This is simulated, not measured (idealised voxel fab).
voxel trench capacitor: a process module
Section shown: cut. Width: 285 nm. Cell size: 5 nm, square.
Just so we're on the same page, the cross-sections are grids of square cells, and they're listed out in bands top to bottom, each band one or more rows deep.
Band entry format. Leading values: height of top, height of bottom, nm. Remainder: materials in left-to-right order, each with its width in nm. Special words: "edge to edge" on a single material, which then fills the band edge to edge; "air", empty space.
All heights in this document are referenced to 0, defined as the level beneath which the wafer, as received, consists entirely of one material. The lowest band is not bounded below; it extends indefinitely downward and is written in the form "z 0 and below".
You'd read "30..40" like this: the band's top row of cells is as wide as the first number, its bottom row is as wide as the second, and going down, every row changes width by the same amount as the row before did.
"nothing was modified", as given for a step, is the statement that not any cell of the cross-section underwent a change during that step.
"Voids, fully enclosed": sealed empty spaces, 8 cells or more, no open way to top, listed width x height at distance, with distance from the left edge and width, height and distance in nm.
Post-settings text on a step line: simulator's own remark regarding the step.
A step's line can hold "overlay nm"; with a mask on that step, the setting says how far right of the planned place the mask lay, while a negative setting says it lay to the left.

LIST OF PLANNED PROCESS STEPS
1 RECEIVE: material Si
2 CONFORMAL_DEP: material SiN, thk nm 10
3 DIRECTIONAL_DEP: material aC, thk nm 10
4 PATTERN: tone open, mask id TRENCH, material resist, width nm 25, pitch nm 50, thk nm 30, overlay nm 0
5 DIRECTIONAL_ETCH: etch materials aC, depth nm 10
6 STRIP: etch materials resist
7 DIRECTIONAL_ETCH: etch materials SiN, depth nm 10
8 DIRECTIONAL_ETCH: etch materials Si, depth nm 30
9 STRIP: etch materials aC
10 CONFORMAL_DEP: material SiO2, thk nm 5
11 FILL_DEP: material polySi, thk nm 10
12 CMP: height nm 0
The wafers are alike at the start. At step 12, their height nm differs. The plan lists the first wafer's value.

THE FIRST OF SEVERAL WAFERS, AS RECEIVED AFTER STEP 1, SEEN IN SECTION
- z 0 and below = Si edge to edge
- Voids, fully enclosed: none

WHERE EACH WAFER STANDS AT THE END OF THE MODULE, A ROW APIECE: CELLS OF EACH MATERIAL GAINED (+) OR LOST (-) SINCE IT WAS RECEIVED, THEN CLOSED VOIDS
height nm 0; -60 Si; +30 SiO2; +30 polySi; Voids, fully enclosed: none
height nm 5; -60 Si; +47 SiN; +34 SiO2; +36 polySi; Voids, fully enclosed: none
height nm 10; -60 Si; +94 SiN; +38 SiO2; +42 polySi; Voids, fully enclosed: none
height nm 15; -60 Si; +94 SiN; +89 SiO2; +48 polySi; Voids, fully enclosed: none
height nm 20; -60 Si; +94 SiN; +89 SiO2; +105 polySi; Voids, fully enclosed: none
height nm 25; -60 Si; +94 SiN; +89 SiO2; +162 polySi; Voids, fully enclosed: none
